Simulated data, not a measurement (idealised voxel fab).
Process module in this document: voxel transistor to metal
Shown is cross-section cut, with a width of 215 nm and square cells of size 5 nm.
A cross-section in this document is a grid of square cells, and it is written down as bands, the top band listed before the ones below it; a band is made up of one or more rows of cells. This entry defines a band. It first specifies the height of the band's top and the height of its bottom in nm, and then specifies the band's materials from left to right, stating each material with its width in nm. The word "full width" identifies a single material that fills the band from edge to edge, while the word "air" identifies empty space. We count height from 0. Below that, the starting wafer is all one material. The lowest band never ends at the bottom but goes on down; see "0 -> down" for how that is written. Per-row width for "30->40": begins at first number (top row of band), ends at second number (bottom row), increment between rows held constant. "remained unchanged" -> step changed no cross-section cell. The entry "Closed void entries" lists the empty spaces that cover at least 8 cells and have no open path to the top. Each is written as width x height at distance, where the distance is measured from the left edge and all three values are in nm. That trailing text on a step's line, after the settings, is the simulator's own remark on the step. For masked steps, "overlay nm" on the step line gives how far right of plan the mask actually lay; a minus sign means it lay to the left.

## Listed below are the process steps as planned
1. RECEIVE,material Si
2. OXIDIZE,depth nm 5
3. CONFORMAL_DEP,material SiN,thk nm 15
4. PATTERN,tone cover,mask id ACTIVE,material resist,width nm 100,thk nm 20,overlay nm 0
5. DIRECTIONAL_ETCH,etch materials SiN,depth nm 15
6. DIRECTIONAL_ETCH,etch materials SiO2,depth nm 5
7. DIRECTIONAL_ETCH,etch materials Si,depth nm 20
8. STRIP,etch materials resist
9. FILL_DEP,material SiO2,thk nm 15
10. CMP,height nm 15
11. SELECTIVE_ETCH,etch materials SiO2,depth nm 10
12. STRIP,etch materials SiN
13. SELECTIVE_ETCH,etch materials SiO2,depth nm 5
14. OXIDIZE,depth nm 5
15. DIRECTIONAL_DEP,material polySi,thk nm 20
16. DIRECTIONAL_DEP,material SiCN,thk nm 10
17. PATTERN,tone cover,mask id GATE,material resist,width nm 20,thk nm 15,overlay nm 0
18. DIRECTIONAL_ETCH,etch materials SiCN,depth nm 20
19. DIRECTIONAL_ETCH,etch materials polySi,depth nm 30
20. STRIP,etch materials resist
21. CONFORMAL_DEP,material SiN,thk nm 5
22. DIRECTIONAL_ETCH,etch materials SiN,depth nm 5
23. DIRECTIONAL_ETCH,etch materials SiO2,depth nm 5
24. DIRECTIONAL_ETCH,etch materials Si,depth nm 5
25. EPI,material SiGe,thk nm 5
26. FILL_DEP,material SiO2,thk nm 10
27. CMP,height nm 25
28. DIRECTIONAL_DEP,material SiO2,thk nm 15
29. PATTERN,tone open,mask id CONTACT,material resist,width nm 30,pitch nm 60,thk nm 20,overlay nm 0
30. DIRECTIONAL_ETCH,etch materials SiO2,depth nm 50
31. STRIP,etch materials resist
32. CONFORMAL_DEP,material TiN,thk nm 5
33. FILL_DEP,material W,thk nm 5
34. CMP,height nm 40
35. DIRECTIONAL_DEP,material TiN,thk nm 5
36. DIRECTIONAL_DEP,material Ru,thk nm 20
37. PATTERN,tone cover,mask id METAL_1,material resist,width nm 15,pitch nm 75,thk nm 15,overlay nm 0
38. DIRECTIONAL_ETCH,etch materials Ru,depth nm 20
39. DIRECTIONAL_ETCH,etch materials TiN,depth nm 5
40. STRIP,etch materials resist
41. FILL_DEP,material lowk,thk nm 10
42. CMP,height nm 65
43. CONFORMAL_DEP,material SiN,thk nm 5

## The first wafer of two, processed as planned

## Cross-section of the wafer as it came to us, i.e., already through step 1
* 0 -> down | Si full width
* Closed void entries: none

## Cross-section of the wafer subsequent to step 2
* 0 -> -5 | SiO2 full width
* Under -5: no change, same as before.

## Cross-section of the wafer subsequent to step 3
* 15 -> 0 | SiN full width
* Under 0: no change, same as before.

## Cross-section of the wafer subsequent to step 4
* 35 -> 15 | air 55, resist 100, air 60
* Under 15: no change, same as before.

## Cross-section of the wafer subsequent to step 5
* 35 -> 15 | air 55, resist 100, air 60
* 15 -> 0 | air 55, SiN 100, air 60
* Under 0: no change, same as before.

## Cross-section of the wafer subsequent to step 6
* 35 -> 15 | air 55, resist 100, air 60
* 15 -> 0 | air 55, SiN 100, air 60
* 0 -> -5 | air 55, SiO2 100, air 60
* Under -5: no change, same as before.

## Cross-section of the wafer subsequent to step 7
* 35 -> 15 | air 55, resist 100, air 60
* 15 -> 0 | air 55, SiN 100, air 60
* 0 -> -5 | air 55, SiO2 100, air 60
* -5 -> -25 | air 55, Si 100, air 60
* Under -25: no change, same as before.

## Cross-section of the wafer subsequent to step 8
* 15 -> 0 | air 55, SiN 100, air 60
* Under 0: no change, same as before.

## Cross-section of the wafer subsequent to step 9
* 30 -> 15 | SiO2 full width
* 15 -> 0 | SiO2 55, SiN 100, SiO2 60
* 0 -> -5 | SiO2 full width
* -5 -> -25 | SiO2 55, Si 100, SiO2 60
* Under -25: no change, same as before.

## Cross-section of the wafer subsequent to step 10
* 15 -> 0 | SiO2 55, SiN 100, SiO2 60
* Under 0: no change, same as before.

## Cross-section of the wafer subsequent to step 11
* 15 -> 5 | air 55, SiN 100, air 60
* Under 5: no change, same as before.

## Cross-section of the wafer subsequent to step 12
* 5 -> 0 | SiO2 55, air 100, SiO2 60
* Under 0: no change, same as before.

## Cross-section of the wafer subsequent to step 13
* 0 -> -5 | SiO2 50, air 110, SiO2 55
* Under -5: no change, same as before.

## Cross-section of the wafer subsequent to step 14
* 0 -> -5 | SiO2 50, air 110, SiO2 55
* -5 -> -10 | SiO2 full width
* Under -10: no change, same as before.

## Cross-section of the wafer subsequent to step 15
* 20 -> 15 | polySi 50, air 110, polySi 55
* 15 -> 0 | polySi full width
* 0 -> -5 | SiO2 50, polySi 110, SiO2 55
* Under -5: no change, same as before.

## Cross-section of the wafer subsequent to step 16
* 30 -> 25 | SiCN 50, air 110, SiCN 55
* 25 -> 20 | SiCN full width
* 20 -> 15 | polySi 50, SiCN 110, polySi 55
* Under 15: no change, same as before.

## Cross-section of the wafer subsequent to step 17
* 45 -> 30 | air 95, resist 20, air 100
* 30 -> 25 | SiCN 50, air 45, resist 20, air 45, SiCN 55
* Under 25: no change, same as before.

## Cross-section of the wafer subsequent to step 18
* 45 -> 25 | air 95, resist 20, air 100
* 25 -> 20 | air 95, SiCN 20, air 100
* 20 -> 15 | polySi 50, air 45, SiCN 20, air 45, polySi 55
* Under 15: no change, same as before.

## Cross-section of the wafer subsequent to step 19
* 45 -> 25 | air 95, resist 20, air 100
* 25 -> 15 | air 95, SiCN 20, air 100
* 15 -> 0 | air 95, polySi 20, air 100
* 0 -> -5 | SiO2 50, air 45, polySi 20, air 45, SiO2 55
* Under -5: no change, same as before.

## Cross-section of the wafer subsequent to step 20
* 25 -> 15 | air 95, SiCN 20, air 100
* Under 15: no change, same as before.

## Cross-section of the wafer subsequent to step 21
* 30 -> 25 | air 90, SiN 30, air 95
* 25 -> 15 | air 90, SiN 5, SiCN 20, SiN 5, air 95
* 15 -> 5 | air 90, SiN 5, polySi 20, SiN 5, air 95
* 5 -> 0 | SiN 55, air 35, SiN 5, polySi 20, SiN 5, air 35, SiN 60
* 0 -> -5 | SiO2 50, SiN 45, polySi 20, SiN 45, SiO2 55
* Under -5: no change, same as before.

## Cross-section of the wafer subsequent to step 22
* 25 -> 15 | air 90, SiN 5, SiCN 20, SiN 5, air 95
* 15 -> 0 | air 90, SiN 5, polySi 20, SiN 5, air 95
* 0 -> -5 | SiO2 50, SiN 5, air 35, SiN 5, polySi 20, SiN 5, air 35, SiN 5, SiO2 55
* Under -5: no change, same as before.

## Cross-section of the wafer subsequent to step 23
* 25 -> 15 | air 90, SiN 5, SiCN 20, SiN 5, air 95
* 15 -> 0 | air 90, SiN 5, polySi 20, SiN 5, air 95
* 0 -> -5 | air 50, SiN 5, air 35, SiN 5, polySi 20, SiN 5, air 35, SiN 5, air 55
* -5 -> -10 | SiO2 55, air 35, SiO2 30, air 35, SiO2 60
* Under -10: no change, same as before.

## Cross-section of the wafer subsequent to step 24
* 25 -> 15 | air 90, SiN 5, SiCN 20, SiN 5, air 95
* 15 -> 0 | air 90, SiN 5, polySi 20, SiN 5, air 95
* 0 -> -5 | air 50, SiN 5, air 35, SiN 5, polySi 20, SiN 5, air 35, SiN 5, air 55
* -5 -> -10 | SiO2 55, air 35, SiO2 30, air 35, SiO2 60
* -10 -> -15 | SiO2 55, air 35, Si 30, air 35, SiO2 60
* Under -15: no change, same as before.

## Cross-section of the wafer subsequent to step 25
* 25 -> 15 | air 90, SiN 5, SiCN 20, SiN 5, air 95
* 15 -> 0 | air 90, SiN 5, polySi 20, SiN 5, air 95
* 0 -> -5 | air 50, SiN 5, air 35, SiN 5, polySi 20, SiN 5, air 35, SiN 5, air 55
* -5 -> -10 | SiO2 55, air 30, SiGe 5, SiO2 30, SiGe 5, air 30, SiO2 60
* -10 -> -15 | SiO2 55, SiGe 35, Si 30, SiGe 35, SiO2 60
* Under -15: no change, same as before.

## Cross-section of the wafer subsequent to step 26
* 35 -> 25 | SiO2 full width
* 25 -> 15 | SiO2 90, SiN 5, SiCN 20, SiN 5, SiO2 95
* 15 -> 0 | SiO2 90, SiN 5, polySi 20, SiN 5, SiO2 95
* 0 -> -5 | SiO2 50, SiN 5, SiO2 35, SiN 5, polySi 20, SiN 5, SiO2 35, SiN 5, SiO2 55
* -5 -> -10 | SiO2 85, SiGe 5, SiO2 30, SiGe 5, SiO2 90
* Under -10: no change, same as before.

## Cross-section of the wafer subsequent to step 27
* 25 -> 15 | SiO2 90, SiN 5, SiCN 20, SiN 5, SiO2 95
* Under 15: no change, same as before.

## Cross-section of the wafer subsequent to step 28
* 40 -> 25 | SiO2 full width
* Under 25: no change, same as before.

## Cross-section of the wafer subsequent to step 29
* 60 -> 40 | resist 60, air 30, resist 30, air 30, resist 65
* Under 40: no change, same as before.

## Cross-section of the wafer subsequent to step 30
* 60 -> 40 | resist 60, air 30, resist 30, air 30, resist 65
* 40 -> 25 | SiO2 60, air 30, SiO2 30, air 30, SiO2 65
* 25 -> 15 | SiO2 60, air 30, SiN 5, SiCN 20, SiN 5, air 30, SiO2 65
* 15 -> 0 | SiO2 60, air 30, SiN 5, polySi 20, SiN 5, air 30, SiO2 65
* 0 -> -5 | SiO2 50, SiN 5, SiO2 5, air 30, SiN 5, polySi 20, SiN 5, air 30, SiO2 5, SiN 5, SiO2 55
* -5 -> -10 | SiO2 60, air 25, SiGe 5, SiO2 30, SiGe 5, air 25, SiO2 65
* Under -10: no change, same as before.

## Cross-section of the wafer subsequent to step 31
* 40 -> 25 | SiO2 60, air 30, SiO2 30, air 30, SiO2 65
* Under 25: no change, same as before.

## Cross-section of the wafer subsequent to step 32
* 45 -> 40 | TiN 65, air 20, TiN 40, air 20, TiN 70
* 40 -> 25 | SiO2 60, TiN 5, air 20, TiN 5, SiO2 30, TiN 5, air 20, TiN 5, SiO2 65
* 25 -> 15 | SiO2 60, TiN 5, air 20, TiN 5, SiN 5, SiCN 20, SiN 5, TiN 5, air 20, TiN 5, SiO2 65
* 15 -> 0 | SiO2 60, TiN 5, air 20, TiN 5, SiN 5, polySi 20, SiN 5, TiN 5, air 20, TiN 5, SiO2 65
* 0 -> -5 | SiO2 50, SiN 5, SiO2 5, TiN 5, air 15, TiN 10, SiN 5, polySi 20, SiN 5, TiN 10, air 15, TiN 5, SiO2 5, SiN 5, SiO2 55
* -5 -> -10 | SiO2 60, TiN 25, SiGe 5, SiO2 30, SiGe 5, TiN 25, SiO2 65
* Under -10: no change, same as before.

## Cross-section of the wafer subsequent to step 33
* 50 -> 45 | W full width
* 45 -> 40 | TiN 65, W 20, TiN 40, W 20, TiN 70
* 40 -> 25 | SiO2 60, TiN 5, W 20, TiN 5, SiO2 30, TiN 5, W 20, TiN 5, SiO2 65
* 25 -> 15 | SiO2 60, TiN 5, W 20, TiN 5, SiN 5, SiCN 20, SiN 5, TiN 5, W 20, TiN 5, SiO2 65
* 15 -> 0 | SiO2 60, TiN 5, W 20, TiN 5, SiN 5, polySi 20, SiN 5, TiN 5, W 20, TiN 5, SiO2 65
* 0 -> -5 | SiO2 50, SiN 5, SiO2 5, TiN 5, W 15, TiN 10, SiN 5, polySi 20, SiN 5, TiN 10, W 15, TiN 5, SiO2 5, SiN 5, SiO2 55
* Under -5: no change, same as before.

## Cross-section of the wafer subsequent to step 34
* 40 -> 25 | SiO2 60, TiN 5, W 20, TiN 5, SiO2 30, TiN 5, W 20, TiN 5, SiO2 65
* Under 25: no change, same as before.

## Cross-section of the wafer subsequent to step 35
* 45 -> 40 | TiN full width
* Under 40: no change, same as before.

## Cross-section of the wafer subsequent to step 36
* 65 -> 45 | Ru full width
* Under 45: no change, same as before.

## Cross-section of the wafer subsequent to step 37
* 80 -> 65 | air 60, resist 15, air 60, resist 15, air 65
* Under 65: no change, same as before.

## Cross-section of the wafer subsequent to step 38
* 80 -> 65 | air 60, resist 15, air 60, resist 15, air 65
* 65 -> 45 | air 60, Ru 15, air 60, Ru 15, air 65
* Under 45: no change, same as before.

## Cross-section of the wafer subsequent to step 39
* 80 -> 65 | air 60, resist 15, air 60, resist 15, air 65
* 65 -> 45 | air 60, Ru 15, air 60, Ru 15, air 65
* 45 -> 40 | air 60, TiN 15, air 60, TiN 15, air 65
* Under 40: no change, same as before.

## Cross-section of the wafer subsequent to step 40
* 65 -> 45 | air 60, Ru 15, air 60, Ru 15, air 65
* Under 45: no change, same as before.

## Cross-section of the wafer subsequent to step 41
* 75 -> 65 | lowk full width
* 65 -> 45 | lowk 60, Ru 15, lowk 60, Ru 15, lowk 65
* 45 -> 40 | lowk 60, TiN 15, lowk 60, TiN 15, lowk 65
* Under 40: no change, same as before.

## Cross-section of the wafer subsequent to step 42
* 65 -> 45 | lowk 60, Ru 15, lowk 60, Ru 15, lowk 65
* Under 45: no change, same as before.

## Cross-section of the wafer subsequent to step 43
* 70 -> 65 | SiN full width
* Under 65: no change, same as before.

## It is to be noted that the second wafer proceeded from the same initial state and according to the same plan as the first, although one mistake was committed in its execution; through step 10, inclusive, the two wafers share an identical history

## X-section, second wafer, when step 11 was due to finish
* 15 -> 0 | SiO2 55, air 100, SiO2 60
* Under 0: no change, same as before.

## X-section, second wafer, when step 12 was due to finish
* 5 -> -5 | SiO2 45, air 120, SiO2 50
* -5 -> -10 | SiO2 45, air 10, Si 100, air 10, SiO2 50
* Under -10: no change, same as before.

## X-section, second wafer, when step 13 was due to finish
* 0 -> -5 | SiO2 40, air 130, SiO2 45
* -5 -> -15 | SiO2 40, air 15, Si 100, air 15, SiO2 45
* Under -15: no change, same as before.

## X-section, second wafer, when step 14 was due to finish
* 0 -> -5 | SiO2 40, air 130, SiO2 45
* -5 -> -10 | SiO2 40, air 15, SiO2 100, air 15, SiO2 45
* -10 -> -15 | SiO2 40, air 15, SiO2 5, Si 90, SiO2 5, air 15, SiO2 45
* -15 -> -25 | SiO2 60->55, Si 90->100, SiO2 65->60
* Under -25: no change, same as before.

## X-section, second wafer, when step 15 was due to finish
* 20 -> 15 | polySi 40, air 130, polySi 45
* 15 -> 5 | polySi 40, air 15, polySi 100, air 15, polySi 45
* 5 -> 0 | polySi full width
* 0 -> -5 | SiO2 40, polySi 130, SiO2 45
* -5 -> -10 | SiO2 40, polySi 15, SiO2 100, polySi 15, SiO2 45
* -10 -> -15 | SiO2 40, polySi 15, SiO2 5, Si 90, SiO2 5, polySi 15, SiO2 45
* Under -15: no change, same as before.

## X-section, second wafer, when step 16 was due to finish
* 30 -> 25 | SiCN 40, air 130, SiCN 45
* 25 -> 20 | SiCN 40, air 15, SiCN 100, air 15, SiCN 45
* 20 -> 15 | polySi 40, air 15, SiCN 100, air 15, polySi 45
* 15 -> 5 | polySi 40, SiCN 15, polySi 100, SiCN 15, polySi 45
* Under 5: no change, same as before.

## X-section, second wafer, when step 17 was due to finish
* 45 -> 30 | air 95, resist 20, air 100
* 30 -> 25 | SiCN 40, air 55, resist 20, air 55, SiCN 45
* Under 25: no change, same as before.

## X-section, second wafer, when step 18 was due to finish
* 45 -> 25 | air 95, resist 20, air 100
* 25 -> 20 | air 95, SiCN 20, air 100
* 20 -> 15 | polySi 40, air 55, SiCN 20, air 55, polySi 45
* 15 -> 5 | polySi 40, air 15, polySi 100, air 15, polySi 45
* Under 5: no change, same as before.

## X-section, second wafer, when step 19 was due to finish
* 45 -> 25 | air 95, resist 20, air 100
* 25 -> 15 | air 95, SiCN 20, air 100
* 15 -> 0 | air 95, polySi 20, air 100
* 0 -> -5 | SiO2 40, air 55, polySi 20, air 55, SiO2 45
* -5 -> -10 | SiO2 40, air 15, SiO2 100, air 15, SiO2 45
* -10 -> -15 | SiO2 40, air 15, SiO2 5, Si 90, SiO2 5, air 15, SiO2 45
* Under -15: no change, same as before.

## X-section, second wafer, when step 20 was due to finish
* 25 -> 15 | air 95, SiCN 20, air 100
* Under 15: no change, same as before.

## X-section, second wafer, when step 21 was due to finish
* 30 -> 25 | air 90, SiN 30, air 95
* 25 -> 15 | air 90, SiN 5, SiCN 20, SiN 5, air 95
* 15 -> 5 | air 90, SiN 5, polySi 20, SiN 5, air 95
* 5 -> 0 | SiN 45, air 45, SiN 5, polySi 20, SiN 5, air 45, SiN 50
* 0 -> -5 | SiO2 40, SiN 5, air 5, SiN 45, polySi 20, SiN 45, air 5, SiN 5, SiO2 45
* -5 -> -10 | SiO2 40, SiN 5, air 5, SiN 5, SiO2 100, SiN 5, air 5, SiN 5, SiO2 45
* -10 -> -15 | SiO2 40, SiN 15, SiO2 5, Si 90, SiO2 5, SiN 15, SiO2 45
* Under -15: no change, same as before.

## X-section, second wafer, when step 22 was due to finish
* 25 -> 15 | air 90, SiN 5, SiCN 20, SiN 5, air 95
* 15 -> 0 | air 90, SiN 5, polySi 20, SiN 5, air 95
* 0 -> -5 | SiO2 40, SiN 5, air 45, SiN 5, polySi 20, SiN 5, air 45, SiN 5, SiO2 45
* -5 -> -10 | SiO2 40, SiN 5, air 5, SiN 5, SiO2 100, SiN 5, air 5, SiN 5, SiO2 45
* -10 -> -15 | SiO2 40, SiN 5, air 5, SiN 5, SiO2 5, Si 90, SiO2 5, SiN 5, air 5, SiN 5, SiO2 45
* Under -15: no change, same as before.

## X-section, second wafer, when step 23 was due to finish
* 25 -> 15 | air 90, SiN 5, SiCN 20, SiN 5, air 95
* 15 -> 0 | air 90, SiN 5, polySi 20, SiN 5, air 95
* 0 -> -5 | air 40, SiN 5, air 45, SiN 5, polySi 20, SiN 5, air 45, SiN 5, air 45
* -5 -> -10 | SiO2 40, SiN 5, air 5, SiN 5, air 35, SiO2 30, air 35, SiN 5, air 5, SiN 5, SiO2 45
* -10 -> -15 | SiO2 40, SiN 5, air 5, SiN 5, SiO2 5, Si 90, SiO2 5, SiN 5, air 5, SiN 5, SiO2 45
* -15 -> -20 | SiO2 45, air 5, SiO2 10, Si 90, SiO2 10, air 5, SiO2 50
* Under -20: no change, same as before.

## X-section, second wafer, when step 24 was due to finish
* 25 -> 15 | air 90, SiN 5, SiCN 20, SiN 5, air 95
* 15 -> 0 | air 90, SiN 5, polySi 20, SiN 5, air 95
* 0 -> -5 | air 40, SiN 5, air 45, SiN 5, polySi 20, SiN 5, air 45, SiN 5, air 45
* -5 -> -10 | SiO2 40, SiN 5, air 5, SiN 5, air 35, SiO2 30, air 35, SiN 5, air 5, SiN 5, SiO2 45
* -10 -> -15 | SiO2 40, SiN 5, air 5, SiN 5, SiO2 5, air 30, Si 30, air 30, SiO2 5, SiN 5, air 5, SiN 5, SiO2 45
* Under -15: no change, same as before.

## X-section, second wafer, when step 25 was due to finish
* 25 -> 15 | air 90, SiN 5, SiCN 20, SiN 5, air 95
* 15 -> 0 | air 90, SiN 5, polySi 20, SiN 5, air 95
* 0 -> -5 | air 40, SiN 5, air 45, SiN 5, polySi 20, SiN 5, air 45, SiN 5, air 45
* -5 -> -10 | SiO2 40, SiN 5, air 5, SiN 5, air 30, SiGe 5, SiO2 30, SiGe 5, air 30, SiN 5, air 5, SiN 5, SiO2 45
* -10 -> -15 | SiO2 40, SiN 5, air 5, SiN 5, SiO2 5, SiGe 30, Si 30, SiGe 30, SiO2 5, SiN 5, air 5, SiN 5, SiO2 45
* Under -15: no change, same as before.

## X-section, second wafer, when step 26 was due to finish
* 35 -> 25 | SiO2 full width
* 25 -> 15 | SiO2 90, SiN 5, SiCN 20, SiN 5, SiO2 95
* 15 -> 0 | SiO2 90, SiN 5, polySi 20, SiN 5, SiO2 95
* 0 -> -5 | SiO2 40, SiN 5, SiO2 45, SiN 5, polySi 20, SiN 5, SiO2 45, SiN 5, SiO2 45
* -5 -> -10 | SiO2 40, SiN 5, SiO2 5, SiN 5, SiO2 30, SiGe 5, SiO2 30, SiGe 5, SiO2 30, SiN 5, SiO2 5, SiN 5, SiO2 45
* -10 -> -15 | SiO2 40, SiN 5, SiO2 5, SiN 5, SiO2 5, SiGe 30, Si 30, SiGe 30, SiO2 5, SiN 5, SiO2 5, SiN 5, SiO2 45
* -15 -> -25 | SiO2 60->55, Si 90->100, SiO2 65->60
* Under -25: no change, same as before.

## X-section, second wafer, when step 27 was due to finish
* 25 -> 15 | SiO2 90, SiN 5, SiCN 20, SiN 5, SiO2 95
* Under 15: no change, same as before.

## X-section, second wafer, when step 28 was due to finish
* 40 -> 25 | SiO2 full width
* Under 25: no change, same as before.

## X-section, second wafer, when step 29 was due to finish
* 60 -> 40 | resist 60, air 30, resist 30, air 30, resist 65
* Under 40: no change, same as before.

## X-section, second wafer, when step 30 was due to finish
* 60 -> 40 | resist 60, air 30, resist 30, air 30, resist 65
* 40 -> 25 | SiO2 60, air 30, SiO2 30, air 30, SiO2 65
* 25 -> 15 | SiO2 60, air 30, SiN 5, SiCN 20, SiN 5, air 30, SiO2 65
* 15 -> 0 | SiO2 60, air 30, SiN 5, polySi 20, SiN 5, air 30, SiO2 65
* 0 -> -5 | SiO2 40, SiN 5, SiO2 15, air 30, SiN 5, polySi 20, SiN 5, air 30, SiO2 15, SiN 5, SiO2 45
* -5 -> -10 | SiO2 40, SiN 5, SiO2 5, SiN 5, SiO2 5, air 25, SiGe 5, SiO2 30, SiGe 5, air 25, SiO2 5, SiN 5, SiO2 5, SiN 5, SiO2 45
* Under -10: no change, same as before.

## X-section, second wafer, when step 31 was due to finish
* 40 -> 25 | SiO2 60, air 30, SiO2 30, air 30, SiO2 65
* Under 25: no change, same as before.

## X-section, second wafer, when step 32 was due to finish
* 45 -> 40 | TiN 65, air 20, TiN 40, air 20, TiN 70
* 40 -> 25 | SiO2 60, TiN 5, air 20, TiN 5, SiO2 30, TiN 5, air 20, TiN 5, SiO2 65
* 25 -> 15 | SiO2 60, TiN 5, air 20, TiN 5, SiN 5, SiCN 20, SiN 5, TiN 5, air 20, TiN 5, SiO2 65
* 15 -> 0 | SiO2 60, TiN 5, air 20, TiN 5, SiN 5, polySi 20, SiN 5, TiN 5, air 20, TiN 5, SiO2 65
* 0 -> -5 | SiO2 40, SiN 5, SiO2 15, TiN 5, air 15, TiN 10, SiN 5, polySi 20, SiN 5, TiN 10, air 15, TiN 5, SiO2 15, SiN 5, SiO2 45
* -5 -> -10 | SiO2 40, SiN 5, SiO2 5, SiN 5, SiO2 5, TiN 25, SiGe 5, SiO2 30, SiGe 5, TiN 25, SiO2 5, SiN 5, SiO2 5, SiN 5, SiO2 45
* Under -10: no change, same as before.

## X-section, second wafer, when step 33 was due to finish
* 50 -> 45 | W full width
* 45 -> 40 | TiN 65, W 20, TiN 40, W 20, TiN 70
* 40 -> 25 | SiO2 60, TiN 5, W 20, TiN 5, SiO2 30, TiN 5, W 20, TiN 5, SiO2 65
* 25 -> 15 | SiO2 60, TiN 5, W 20, TiN 5, SiN 5, SiCN 20, SiN 5, TiN 5, W 20, TiN 5, SiO2 65
* 15 -> 0 | SiO2 60, TiN 5, W 20, TiN 5, SiN 5, polySi 20, SiN 5, TiN 5, W 20, TiN 5, SiO2 65
* 0 -> -5 | SiO2 40, SiN 5, SiO2 15, TiN 5, W 15, TiN 10, SiN 5, polySi 20, SiN 5, TiN 10, W 15, TiN 5, SiO2 15, SiN 5, SiO2 45
* Under -5: no change, same as before.

## X-section, second wafer, when step 34 was due to finish
* 40 -> 25 | SiO2 60, TiN 5, W 20, TiN 5, SiO2 30, TiN 5, W 20, TiN 5, SiO2 65
* Under 25: no change, same as before.

## X-section, second wafer, when step 35 was due to finish
* 45 -> 40 | TiN full width
* Under 40: no change, same as before.

## X-section, second wafer, when step 36 was due to finish
* 65 -> 45 | Ru full width
* Under 45: no change, same as before.

## X-section, second wafer, when step 37 was due to finish
* 80 -> 65 | air 60, resist 15, air 60, resist 15, air 65
* Under 65: no change, same as before.

## X-section, second wafer, when step 38 was due to finish
* 80 -> 65 | air 60, resist 15, air 60, resist 15, air 65
* 65 -> 45 | air 60, Ru 15, air 60, Ru 15, air 65
* Under 45: no change, same as before.

## X-section, second wafer, when step 39 was due to finish
* 80 -> 65 | air 60, resist 15, air 60, resist 15, air 65
* 65 -> 45 | air 60, Ru 15, air 60, Ru 15, air 65
* 45 -> 40 | air 60, TiN 15, air 60, TiN 15, air 65
* Under 40: no change, same as before.

## X-section, second wafer, when step 40 was due to finish
* 65 -> 45 | air 60, Ru 15, air 60, Ru 15, air 65
* Under 45: no change, same as before.

## X-section, second wafer, when step 41 was due to finish
* 75 -> 65 | lowk full width
* 65 -> 45 | lowk 60, Ru 15, lowk 60, Ru 15, lowk 65
* 45 -> 40 | lowk 60, TiN 15, lowk 60, TiN 15, lowk 65
* Under 40: no change, same as before.

## X-section, second wafer, when step 42 was due to finish
* 65 -> 45 | lowk 60, Ru 15, lowk 60, Ru 15, lowk 65
* Under 45: no change, same as before.

## X-section, second wafer, when step 43 was due to finish
* 70 -> 65 | SiN full width
* Under 65: no change, same as before.
Plan not followed: so 11 and 12 got swapped relative to the plan, each ran where the other was supposed to
Upon completion, the second wafer contains, in terms of cells, a greater or smaller amount of certain materials than the first wafer: -2 Si | -2 SiGe | +8 SiN | -4 SiO2
